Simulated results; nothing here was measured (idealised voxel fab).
process module | voxel wiring stack
cross-section cut | 240 nm wide | cells 5 nm
A cross-section is a grid of square cells, given in bands from the top down. A band is one or more rows of cells.
Each band's line starts with the height of the band's top and of its bottom, in nm. Then come its materials from left to right, each with its width in nm. One material with "throughout" fills the band from edge to edge. "air" is empty space.
Height 0 is the level under which the wafer as received is all one material. The lowest band goes on downwards, as in "0 down".
A width such as "30 to 40" changes by the same amount from each row of cells to the next, from the band's top row to its bottom row.
"no change" after a step means that no cell of the cross-section changed.
closed voids: empty space of 8 cells or more with no open way to the top, each as width x height at its distance from the left edge, in nm
after a step's settings: what the simulator itself notes on the step
overlay nm, on a step with a mask: how far to the right of its planned place the mask lay; to the left if negative
plan
1 op RECEIVE | material Si
2 op CONFORMAL_DEP | material SiO2 | thk nm 10
3 op DIRECTIONAL_DEP | material TiN | thk nm 5
4 op DIRECTIONAL_DEP | material Ru | thk nm 20
5 op MASKED_ETCH | tone cover | mask id METAL_1 | width nm 20 | pitch nm 40 | etch materials Ru | depth nm 20 | overlay nm 0
6 op MASKED_ETCH | tone cover | mask id METAL_1 | width nm 20 | pitch nm 40 | etch materials TiN | depth nm 5 | overlay nm 0
7 op FILL_DEP | material SiO2 | thk nm 5
8 op CMP | height nm 35
9 op CONFORMAL_DEP | material SiCN | thk nm 5
10 op DIRECTIONAL_DEP | material lowk | thk nm 10
11 op MASKED_ETCH | tone open | mask id PLUG_1 | width nm 15 | pitch nm 80 | etch materials lowk | depth nm 10 | overlay nm 0
12 op MASKED_ETCH | tone open | mask id PLUG_1 | width nm 15 | pitch nm 80 | etch materials SiCN | depth nm 5 | overlay nm 0
13 op CONFORMAL_DEP | material TiN | thk nm 5
14 op FILL_DEP | material Ru | thk nm 10
15 op CMP | height nm 50
16 op DIRECTIONAL_DEP | material TiN | thk nm 5
17 op DIRECTIONAL_DEP | material Ru | thk nm 20
18 op PATTERN | tone cover | mask id METAL_2 | material resist | width nm 20 | pitch nm 40 | thk nm 20 | overlay nm 0
19 op DIRECTIONAL_ETCH | etch materials Ru | depth nm 20
20 op DIRECTIONAL_ETCH | etch materials TiN | depth nm 5
21 op STRIP | etch materials resist
22 op CONFORMAL_DEP | material SiCN | thk nm 5
23 op FILL_DEP | material lowk | thk nm 5
24 op CMP | height nm 75
25 op CONFORMAL_DEP | material SiCN | thk nm 5
as received, after step 1
  0 down: Si throughout
  closed voids: none
first wafer at the end, as planned
  80 to 75: SiCN throughout
  75 to 55: lowk 65 | SiCN 5 | Ru 20 | SiCN 5 | lowk 10 | SiCN 5 | Ru 20 | SiCN 5 | lowk 10 | SiCN 5 | Ru 20 | SiCN 5 | lowk 65
  55 to 50: SiCN 70 | TiN 20 | SiCN 20 | TiN 20 | SiCN 20 | TiN 20 | SiCN 70
  50 to 40: lowk 70 | TiN 5 | Ru 5 | TiN 5 | lowk 65 | TiN 5 | Ru 5 | TiN 5 | lowk 75
  40 to 35: SiCN 70 | TiN 15 | SiCN 65 | TiN 15 | SiCN 75
  35 to 15: SiO2 70 | Ru 20 | SiO2 20 | Ru 20 | SiO2 20 | Ru 20 | SiO2 70
  15 to 10: SiO2 70 | TiN 20 | SiO2 20 | TiN 20 | SiO2 20 | TiN 20 | SiO2 70
  10 to 0: SiO2 throughout
  0 down: Si throughout
  closed voids: none
second wafer at the end: like start, like plan, one mistake
  80 to 75: SiCN throughout
  75 to 55: lowk 65 | SiCN 5 | Ru 20 | SiCN 5 | lowk 10 | SiCN 5 | Ru 20 | SiCN 5 | lowk 10 | SiCN 5 | Ru 20 | SiCN 5 | lowk 65
  55 to 50: SiCN 70 | TiN 20 | SiCN 20 | TiN 20 | SiCN 20 | TiN 20 | SiCN 70
  50 to 45: Ru 65 | TiN 5 | lowk 15 | TiN 5 | Ru 55 | TiN 5 | lowk 15 | TiN 5 | Ru 70
  45 to 40: TiN 70 | lowk 15 | TiN 65 | lowk 15 | TiN 75
  40 to 35: SiCN throughout
  35 to 15: SiO2 70 | Ru 20 | SiO2 20 | Ru 20 | SiO2 20 | Ru 20 | SiO2 70
  15 to 10: SiO2 70 | TiN 20 | SiO2 20 | TiN 20 | SiO2 20 | TiN 20 | SiO2 70
  10 to 0: SiO2 throughout
  0 down: Si throughout
  closed voids: none
what went wrong: step 11 ran as: op MASKED_ETCH | tone cover | mask id PLUG_1 | width nm 15 | pitch nm 80 | etch materials lowk | depth nm 10 | overlay nm 0
at the end the second wafer has, in cells: 34 more of Ru | 6 more of SiCN | 32 more of TiN | 72 fewer of lowk
